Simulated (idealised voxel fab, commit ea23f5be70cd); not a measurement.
Name of the process module below: voxel lift off
For reference, the cross-section in this document is cut, with width 230 nm and square cells of 5 nm.
In this document a cross-section is written as a grid of square cells. It is given as a series of bands, listed from the top down, and a band is one or more rows of cells.
Quick guide to a band line: top height, bottom height (nm) up front; then every material left to right with its width in nm. Only one material and it's marked "throughout"? Then it fills the band edge to edge. And "blank" just means empty space.
For the purposes of this specification, 0 denotes the height below which the wafer in its as-received condition is composed wholly of one material, and the lowermost band, lacking a lower limit, extends downward without end, as expressed in "0 down".
The two numbers in a width such as "30..40" mark its ends across the band: the first belongs to the top row of cells, the second to the bottom row, and from each row to the next the width moves by the same amount.
Where the words "remained the same" appear for a step, the cross-section shows no cell changed by that step; every cell remained as before.
Reported under the label "Closed void inventory" are the empty spaces having no open way to the top and comprising 8 cells or more; the notation for each is width x height at distance, in which the distance is measured from the left edge and all three values are in nm.
What comes after the settings on a step's line is commentary from the simulator itself on that step.
overlay nm: how far to the right of its planned place the mask lay on this masked step (negative: to the left).
## Steps in the process plan
1) RECEIVE,material Si
2) CONFORMAL_DEP,material SiN,thk nm 5
3) PATTERN,tone open,mask id LINES,material resist,width nm 30,pitch nm 55,thk nm 15,overlay nm 0
4) DIRECTIONAL_DEP,material Ru,thk nm 5
5) STRIP,etch materials resist
6) CONFORMAL_DEP,material SiO2,thk nm 10
## Cross-section of the wafer at receipt, which is the condition after step 1
* 0 down: Si throughout
* Closed void inventory: none
## Cross-sectional view of the first of the two wafers upon completion of the module, processed in accordance with the plan
* 20 to 15: 35 of blank / 50 of SiO2 / 5 of blank / 50 of SiO2 / 5 of blank / 50 of SiO2 / 35 of blank
* 15 to 10: SiO2 throughout
* 10 to 5: 45 of SiO2 / 30 of Ru / 25 of SiO2 / 30 of Ru / 25 of SiO2 / 30 of Ru / 45 of SiO2
* 5 to 0: SiN throughout
* 0 down: Si throughout
* Closed void inventory: none
## Second wafer of the two, sectioned at the end of the module. It began like the first and followed the same plan, but one mistake was made while running it
* 20 to 15: 35 of blank / 165 of SiO2 / 30 of blank
* 15 to 10: SiO2 throughout
* 10 to 5: 45 of SiO2 / 35 of Ru / 20 of SiO2 / 35 of Ru / 20 of SiO2 / 35 of Ru / 40 of SiO2
* 5 to 0: SiN throughout
* 0 down: Si throughout
* Closed void inventory: none
Which mistake was made when the wafer was run? so step 3 ended up running with a different setting than we planned, it ran as PATTERN,tone open,mask id LINES,material resist,width nm 35,pitch nm 55,thk nm 15,overlay nm 0
Per the end-of-run cell counts, the second wafer holds more or fewer of some materials than the first: Ru +3
